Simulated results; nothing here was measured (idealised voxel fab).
process module | voxel air gaps
cross-section cut | 150 nm wide | cells 5 nm
A cross-section is a grid of square cells, given in bands from the top down. A band is one or more rows of cells.
Each band's line starts with the height of the band's top and of its bottom, in nm. Then come its materials from left to right, each with its width in nm. One material with "throughout" fills the band from edge to edge. "air" is empty space.
Height 0 is the level under which the wafer as received is all one material. The lowest band goes on downwards, as in "0 down".
A width such as "30 to 40" changes by the same amount from each row of cells to the next, from the band's top row to its bottom row.
"no change" after a step means that no cell of the cross-section changed.
closed voids: empty space of 8 cells or more with no open way to the top, each as width x height at its distance from the left edge, in nm
after a step's settings: what the simulator itself notes on the step
overlay nm, on a step with a mask: how far to the right of its planned place the mask lay; to the left if negative
plan
1 op RECEIVE | material Si
2 op CONFORMAL_DEP | material SiO2 | thk nm 15
3 op CONFORMAL_DEP | material SiN | thk nm 5
4 op DIRECTIONAL_DEP | material SiO2 | thk nm 35
5 op MASKED_ETCH | tone open | mask id LINES | width nm 20 | pitch nm 45 | etch materials SiO2 | depth nm 35 | overlay nm 0
6 op CONFORMAL_DEP | material TiN | thk nm 5
7 op FILL_DEP | material Ru | thk nm 5
8 op CMP | height nm 45
9 op EPI | material Ru | thk nm 10
10 op SELECTIVE_ETCH | etch materials SiO2 | depth nm 45
11 op CONFORMAL_DEP | material SiN | thk nm 5
varied across the wafers: height nm of step 8. The plan shows the first wafer's value. All wafers start alike
first wafer as received, after step 1
  0 down: Si throughout
  closed voids: none
each wafer at the end: cells of each material gained (+) or lost (-) since it was received, then its closed voids
height nm 45 | +72 Ru | +118 SiN | +90 SiO2 | +36 TiN | closed voids: 15 x 15 at 45; 15 x 15 at 90
height nm 50 | +78 Ru | +124 SiN | +90 SiO2 | +42 TiN | closed voids: 15 x 20 at 45; 15 x 20 at 90
height nm 55 | +84 Ru | +130 SiN | +90 SiO2 | +48 TiN | closed voids: 15 x 25 at 45; 15 x 25 at 90
height nm 60 | +102 Ru | +60 SiN | +216 SiO2 | +72 TiN | closed voids: none
height nm 65 | +132 Ru | +60 SiN | +216 SiO2 | +72 TiN | closed voids: none
